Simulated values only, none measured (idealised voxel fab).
The document below concerns the process module designated voxel air gaps.
For reference, the cross-section in this document is cut, with width 185 nm and square cells of 5 nm.
Each cross-section below is a grid of square cells, stated as bands in top-down order, with one or more rows of cells making up each band. A band entry consists of two parts. The first gives the height of the band's top and the height of its bottom, in nm. The rest lists the band's materials from left to right, each with its width in nm. A single material labelled with the word "full width" fills the band from edge to edge, and the word "air" marks empty space. Heights are reckoned from 0. Under this level, the received wafer is all of one material. The bottommost band is open-ended downward, for example "0..down". The width entry "30->40" should be interpreted row by row: the top row of cells in the band takes the first number, the bottom row takes the second number, and the change between adjacent rows is uniform throughout. Basically "remained unchanged" means that step didn't change any cell in the cross-section. Any empty space of 8 cells or more lacking an open way to the top shows up in "Sealed void list" as width x height at distance, distance from the left edge, in nm. Text after the settings on a step's line: the simulator's own remark on that step. Regarding "overlay nm": on a step with a mask, it is the distance the mask lay to the right of its planned place; a negative value places it to the left.
### These are the steps we planned for the process
1 RECEIVE | material Si
2 CONFORMAL_DEP | material SiO2 | thk nm 10
3 CONFORMAL_DEP | material SiN | thk nm 5
4 DIRECTIONAL_DEP | material lowk | thk nm 30
5 MASKED_ETCH | tone open | mask id LINES | width nm 20 | pitch nm 50 | etch materials lowk | depth nm 40 | overlay nm 0
6 CONFORMAL_DEP | material TiN | thk nm 5
7 FILL_DEP | material Cu | thk nm 10
8 CMP | height nm 55
9 EPI | material Ru | thk nm 10
10 SELECTIVE_ETCH | etch materials lowk | depth nm 50
11 CONFORMAL_DEP | material SiCN | thk nm 5
The thk nm used in step 4 is not the same on every wafer, whereas the starting condition is; the value printed in the plan is the first wafer's.
### Cross-section of the first incoming wafer of several, state after step 1
    0..down  Si full width
    Sealed void list: none
### After the module's final step, step 11: the first of several wafers in cross-section
    70..65  SiCN full width
    65..55  Ru full width
    55..50  Cu full width
    50..45  TiN (35) / Cu (10) / TiN (40) / Cu (10) / TiN (40) / Cu (10) / TiN (40)
    45..20  lowk (30) / TiN (5) / Cu (10) / TiN (5) / lowk (30) / TiN (5) / Cu (10) / TiN (5) / lowk (30) / TiN (5) / Cu (10) / TiN (5) / lowk (35)
    20..15  lowk (30) / TiN (20) / lowk (30) / TiN (20) / lowk (30) / TiN (20) / lowk (35)
    15..10  SiN full width
    10..0  SiO2 full width
    0..down  Si full width
    Sealed void list: none
### Cross-section at module completion, last wafer
    70..65  air (15) / SiCN (150) / air (20)
    65..55  air (15) / SiCN (5) / Ru (40) / SiCN (10) / Ru (40) / SiCN (10) / Ru (40) / SiCN (5) / air (20)
    55..50  air (15) / SiCN (15) / TiN (5) / Cu (10) / TiN (5) / SiCN (30) / TiN (5) / Cu (10) / TiN (5) / SiCN (30) / TiN (5) / Cu (10) / TiN (5) / SiCN (15) / air (20)
    50..20  air (25) / SiCN (5) / TiN (5) / Cu (10) / TiN (5) / SiCN (5) / air (20) / SiCN (5) / TiN (5) / Cu (10) / TiN (5) / SiCN (5) / air (20) / SiCN (5) / TiN (5) / Cu (10) / TiN (5) / SiCN (5) / air (30)
    20..15  SiCN (30) / TiN (20) / SiCN (30) / TiN (20) / SiCN (30) / TiN (20) / SiCN (35)
    15..10  SiN full width
    10..0  SiO2 full width
    0..down  Si full width
    Sealed void list: 20 x 30 at 55; 20 x 30 at 105
### The table below has one row for each wafer; a row shows, as of the end of the module, how many cells of each material the wafer has gained, marked (+), or lost, marked (-), since it was received, and then the wafer's closed voids
thk nm 30, +73 Cu, +74 Ru, +37 SiCN, +37 SiN, +74 SiO2, +73 TiN, +150 lowk, Sealed void list: none
thk nm 35, +42 Cu, +74 Ru, +37 SiCN, +37 SiN, +74 SiO2, +79 TiN, +175 lowk, Sealed void list: none
thk nm 40, +42 Cu, +48 Ru, +121 SiCN, +37 SiN, +74 SiO2, +54 TiN, Sealed void list: 20 x 30 at 55; 20 x 30 at 105
